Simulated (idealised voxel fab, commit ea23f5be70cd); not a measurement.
process module | voxel spacer lines
cross-section cut | 175 nm wide | cells 5 nm
A cross-section is a grid of square cells, given in bands from the top down. A band is one or more rows of cells.
Each band's line starts with the height of the band's top and of its bottom, in nm. Then come its materials from left to right, each with its width in nm. One material with "throughout" fills the band from edge to edge. "air" is empty space.
Height 0 is the level under which the wafer as received is all one material. The lowest band goes on downwards, as in "0 down".
A width such as "30 to 40" changes by the same amount from each row of cells to the next, from the band's top row to its bottom row.
"no change" after a step means that no cell of the cross-section changed.
closed voids: empty space of 8 cells or more with no open way to the top, each as width x height at its distance from the left edge, in nm
after a step's settings: what the simulator itself notes on the step
overlay nm, on a step with a mask: how far to the right of its planned place the mask lay; to the left if negative
plan
1 op RECEIVE | material Si
2 op CONFORMAL_DEP | material Al2O3 | thk nm 10
3 op DIRECTIONAL_DEP | material TiN | thk nm 10
4 op DIRECTIONAL_DEP | material aC | thk nm 30
5 op PATTERN | tone cover | mask id MANDREL | material resist | width nm 20 | pitch nm 60 | thk nm 40 | overlay nm 0
6 op DIRECTIONAL_ETCH | etch materials aC | depth nm 30
7 op STRIP | etch materials resist
8 op CONFORMAL_DEP | material SiN | thk nm 10
9 op DIRECTIONAL_ETCH | etch materials SiN | depth nm 10
10 op STRIP | etch materials aC
11 op DIRECTIONAL_ETCH | etch materials TiN | depth nm 10
12 op STRIP | etch materials SiN
as received, after step 1
  0 down: Si throughout
  closed voids: none
first wafer at the end, as planned
  20 to 10: air 35 | TiN 10 | air 20 | TiN 10 | air 20 | TiN 10 | air 20 | TiN 10 | air 40
  10 to 0: Al2O3 throughout
  0 down: Si throughout
  closed voids: none
second wafer at the end: like start, like plan, one mistake
  20 to 10: air 25 | TiN 10 | air 20 | TiN 10 | air 20 | TiN 10 | air 20 | TiN 10 | air 50
  10 to 0: Al2O3 throughout
  0 down: Si throughout
  closed voids: none
what went wrong: step 5 ran as: op PATTERN | tone cover | mask id MANDREL | material resist | width nm 20 | pitch nm 60 | thk nm 40 | overlay nm -10
at the end the second wafer has, in cells: as many of each material as the first, in other places
